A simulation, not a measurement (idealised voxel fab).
The process module presented herein is designated voxel self aligned vias.
Cross-section cut: width 230 nm, square cells of 5 nm.
In this document a cross-section is written as a grid of square cells. It is given as a series of bands, listed from the top down, and a band is one or more rows of cells. A band entry consists of two parts. The first gives the height of the band's top and the height of its bottom, in nm. The rest lists the band's materials from left to right, each with its width in nm. A single material labelled with the word "everywhere" fills the band from edge to edge, and the word "air" marks empty space. The reference from which all heights are counted is 0, the level beneath which the as-received wafer is entirely one material; the lowest band, having no lower bound, proceeds downward and is written after the example "z 0 and below". Read "30..40" as a graded width: first number on top, second number at the bottom, same change between each pair of neighbouring rows. What does "no change occurred" mean for a step? It means no cell of the cross-section changed in that step. The entry "Enclosed cavity list" lists the empty spaces that cover at least 8 cells and have no open path to the top. Each is written as width x height at distance, where the distance is measured from the left edge and all three values are in nm. Formally, on a step line, whatever follows the settings is a remark that the simulator itself makes on the step. A step's line can hold "overlay nm"; with a mask on that step, the setting says how far right of the planned place the mask lay, while a negative setting says it lay to the left.

Set out below are the planned steps of the process
1) RECEIVE with material Si
2) CONFORMAL_DEP with material SiO2, thk nm 15
3) CONFORMAL_DEP with material SiCN, thk nm 5
4) DIRECTIONAL_DEP with material SiO2, thk nm 30
5) MASKED_ETCH with tone open, mask id LINES, width nm 30, pitch nm 65, etch materials SiO2, depth nm 30, overlay nm 0
6) CONFORMAL_DEP with material TiN, thk nm 5
7) FILL_DEP with material Ru, thk nm 5
8) CMP with height nm 50
9) SELECTIVE_ETCH with etch materials W Ru TiN, depth nm 10
10) FILL_DEP with material SiN, thk nm 5
11) CMP with height nm 50
12) DIRECTIONAL_DEP with material SiO2, thk nm 20
13) MASKED_ETCH with tone open, mask id VIAS, width nm 40, pitch nm 130, etch materials SiO2, depth nm 20, overlay nm 0
14) MASKED_ETCH with tone open, mask id VIAS, width nm 40, pitch nm 130, etch materials SiN, depth nm 10, overlay nm 0
15) CONFORMAL_DEP with material TiN, thk nm 5
16) FILL_DEP with material Ru, thk nm 5
17) CMP with height nm 70
18) CONFORMAL_DEP with material SiN, thk nm 5

What follows covers the first of two wafers; it ran as planned

Incoming wafer in cross-section (state: after step 1)
> z 0 and below | Si everywhere
> Enclosed cavity list: none

Step 2 complete: cross-section through the wafer
> z 15 to 0 | SiO2 everywhere
> Under 0: no change, same as before.

Step 3 complete: cross-section through the wafer
> z 20 to 15 | SiCN everywhere
> Under 15: no change, same as before.

Step 4 complete: cross-section through the wafer
> z 50 to 20 | SiO2 everywhere
> Under 20: no change, same as before.

Step 5 complete: cross-section through the wafer
> z 50 to 20 | SiO2 35 nm  air 30 nm  SiO2 35 nm  air 30 nm  SiO2 35 nm  air 30 nm  SiO2 35 nm
> Under 20: no change, same as before.

Step 6 complete: cross-section through the wafer
> z 55 to 50 | TiN 40 nm  air 20 nm  TiN 45 nm  air 20 nm  TiN 45 nm  air 20 nm  TiN 40 nm
> z 50 to 25 | SiO2 35 nm  TiN 5 nm  air 20 nm  TiN 5 nm  SiO2 35 nm  TiN 5 nm  air 20 nm  TiN 5 nm  SiO2 35 nm  TiN 5 nm  air 20 nm  TiN 5 nm  SiO2 35 nm
> z 25 to 20 | SiO2 35 nm  TiN 30 nm  SiO2 35 nm  TiN 30 nm  SiO2 35 nm  TiN 30 nm  SiO2 35 nm
> Under 20: no change, same as before.

Step 7 complete: cross-section through the wafer
> z 60 to 55 | Ru everywhere
> z 55 to 50 | TiN 40 nm  Ru 20 nm  TiN 45 nm  Ru 20 nm  TiN 45 nm  Ru 20 nm  TiN 40 nm
> z 50 to 25 | SiO2 35 nm  TiN 5 nm  Ru 20 nm  TiN 5 nm  SiO2 35 nm  TiN 5 nm  Ru 20 nm  TiN 5 nm  SiO2 35 nm  TiN 5 nm  Ru 20 nm  TiN 5 nm  SiO2 35 nm
> Under 25: no change, same as before.

Step 8 complete: cross-section through the wafer
> z 50 to 25 | SiO2 35 nm  TiN 5 nm  Ru 20 nm  TiN 5 nm  SiO2 35 nm  TiN 5 nm  Ru 20 nm  TiN 5 nm  SiO2 35 nm  TiN 5 nm  Ru 20 nm  TiN 5 nm  SiO2 35 nm
> Under 25: no change, same as before.

Step 9 complete: cross-section through the wafer
> z 50 to 40 | SiO2 35 nm  air 30 nm  SiO2 35 nm  air 30 nm  SiO2 35 nm  air 30 nm  SiO2 35 nm
> Under 40: no change, same as before.

Step 10 complete: cross-section through the wafer
> z 55 to 50 | SiN everywhere
> z 50 to 40 | SiO2 35 nm  SiN 30 nm  SiO2 35 nm  SiN 30 nm  SiO2 35 nm  SiN 30 nm  SiO2 35 nm
> Under 40: no change, same as before.

Step 11 complete: cross-section through the wafer
> z 50 to 40 | SiO2 35 nm  SiN 30 nm  SiO2 35 nm  SiN 30 nm  SiO2 35 nm  SiN 30 nm  SiO2 35 nm
> Under 40: no change, same as before.

Step 12 complete: cross-section through the wafer
> z 70 to 50 | SiO2 everywhere
> Under 50: no change, same as before.

Step 13 complete: cross-section through the wafer
> z 70 to 50 | SiO2 30 nm  air 40 nm  SiO2 90 nm  air 40 nm  SiO2 30 nm
> Under 50: no change, same as before.

Step 14 complete: cross-section through the wafer
> z 70 to 50 | SiO2 30 nm  air 40 nm  SiO2 90 nm  air 40 nm  SiO2 30 nm
> z 50 to 40 | SiO2 35 nm  air 30 nm  SiO2 35 nm  SiN 30 nm  SiO2 35 nm  air 30 nm  SiO2 35 nm
> Under 40: no change, same as before.

Step 15 complete: cross-section through the wafer
> z 75 to 70 | TiN 35 nm  air 30 nm  TiN 100 nm  air 30 nm  TiN 35 nm
> z 70 to 55 | SiO2 30 nm  TiN 5 nm  air 30 nm  TiN 5 nm  SiO2 90 nm  TiN 5 nm  air 30 nm  TiN 5 nm  SiO2 30 nm
> z 55 to 50 | SiO2 30 nm  TiN 10 nm  air 20 nm  TiN 10 nm  SiO2 90 nm  TiN 10 nm  air 20 nm  TiN 10 nm  SiO2 30 nm
> z 50 to 45 | SiO2 35 nm  TiN 5 nm  air 20 nm  TiN 5 nm  SiO2 35 nm  SiN 30 nm  SiO2 35 nm  TiN 5 nm  air 20 nm  TiN 5 nm  SiO2 35 nm
> z 45 to 40 | SiO2 35 nm  TiN 30 nm  SiO2 35 nm  SiN 30 nm  SiO2 35 nm  TiN 30 nm  SiO2 35 nm
> Under 40: no change, same as before.

Step 16 complete: cross-section through the wafer
> z 80 to 75 | Ru everywhere
> z 75 to 70 | TiN 35 nm  Ru 30 nm  TiN 100 nm  Ru 30 nm  TiN 35 nm
> z 70 to 55 | SiO2 30 nm  TiN 5 nm  Ru 30 nm  TiN 5 nm  SiO2 90 nm  TiN 5 nm  Ru 30 nm  TiN 5 nm  SiO2 30 nm
> z 55 to 50 | SiO2 30 nm  TiN 10 nm  Ru 20 nm  TiN 10 nm  SiO2 90 nm  TiN 10 nm  Ru 20 nm  TiN 10 nm  SiO2 30 nm
> z 50 to 45 | SiO2 35 nm  TiN 5 nm  Ru 20 nm  TiN 5 nm  SiO2 35 nm  SiN 30 nm  SiO2 35 nm  TiN 5 nm  Ru 20 nm  TiN 5 nm  SiO2 35 nm
> Under 45: no change, same as before.

Step 17 complete: cross-section through the wafer
> z 70 to 55 | SiO2 30 nm  TiN 5 nm  Ru 30 nm  TiN 5 nm  SiO2 90 nm  TiN 5 nm  Ru 30 nm  TiN 5 nm  SiO2 30 nm
> Under 55: no change, same as before.

Step 18 complete: cross-section through the wafer
> z 75 to 70 | SiN everywhere
> Under 70: no change, same as before.

The second wafer was prepared from the same starting point and under the same plan as the first; its processing contained one mistake, and it remains indistinguishable from the first wafer up to and including step 11

X-section, second wafer, when step 12 was due to finish
> z 50 to 40 | SiO2 30 nm  air 5 nm  SiN 30 nm  air 5 nm  SiO2 30 nm  SiN 30 nm  SiO2 30 nm  air 5 nm  SiN 30 nm  air 5 nm  SiO2 30 nm
> z 40 to 30 | SiO2 30 nm  air 5 nm  TiN 5 nm  Ru 20 nm  TiN 5 nm  air 5 nm  SiO2 30 nm  TiN 5 nm  Ru 20 nm  TiN 5 nm  SiO2 30 nm  air 5 nm  TiN 5 nm  Ru 20 nm  TiN 5 nm  air 5 nm  SiO2 30 nm
> Under 30: no change, same as before.

X-section, second wafer, when step 13 was due to finish
> z 70 to 50 | SiO2 30 nm  air 5 nm  SiO2 30 nm  air 5 nm  SiO2 90 nm  air 5 nm  SiO2 30 nm  air 5 nm  SiO2 30 nm
> z 50 to 40 | SiO2 35 nm  SiN 30 nm  SiO2 35 nm  SiN 30 nm  SiO2 35 nm  SiN 30 nm  SiO2 35 nm
> z 40 to 25 | SiO2 35 nm  TiN 5 nm  Ru 20 nm  TiN 5 nm  SiO2 35 nm  TiN 5 nm  Ru 20 nm  TiN 5 nm  SiO2 35 nm  TiN 5 nm  Ru 20 nm  TiN 5 nm  SiO2 35 nm
> Under 25: no change, same as before.

X-section, second wafer, when step 14 was due to finish: no change occurred

X-section, second wafer, when step 15 was due to finish
> z 75 to 70 | TiN everywhere
> z 70 to 50 | SiO2 30 nm  TiN 5 nm  SiO2 30 nm  TiN 5 nm  SiO2 90 nm  TiN 5 nm  SiO2 30 nm  TiN 5 nm  SiO2 30 nm
> Under 50: no change, same as before.

X-section, second wafer, when step 16 was due to finish
> z 80 to 75 | Ru everywhere
> Under 75: no change, same as before.

X-section, second wafer, when step 17 was due to finish
> z 70 to 50 | SiO2 30 nm  TiN 5 nm  SiO2 30 nm  TiN 5 nm  SiO2 90 nm  TiN 5 nm  SiO2 30 nm  TiN 5 nm  SiO2 30 nm
> Under 50: no change, same as before.

X-section, second wafer, when step 18 was due to finish
> z 75 to 70 | SiN everywhere
> Under 70: no change, same as before.
The mistake made against the process plan was this: steps 12 and 13 of the plan were run in the wrong order, each in the other's place
Wafer comparison, final, in cells, second relative to first, materials more or fewer: -52 Ru; +24 SiN; +48 SiO2; -20 TiN
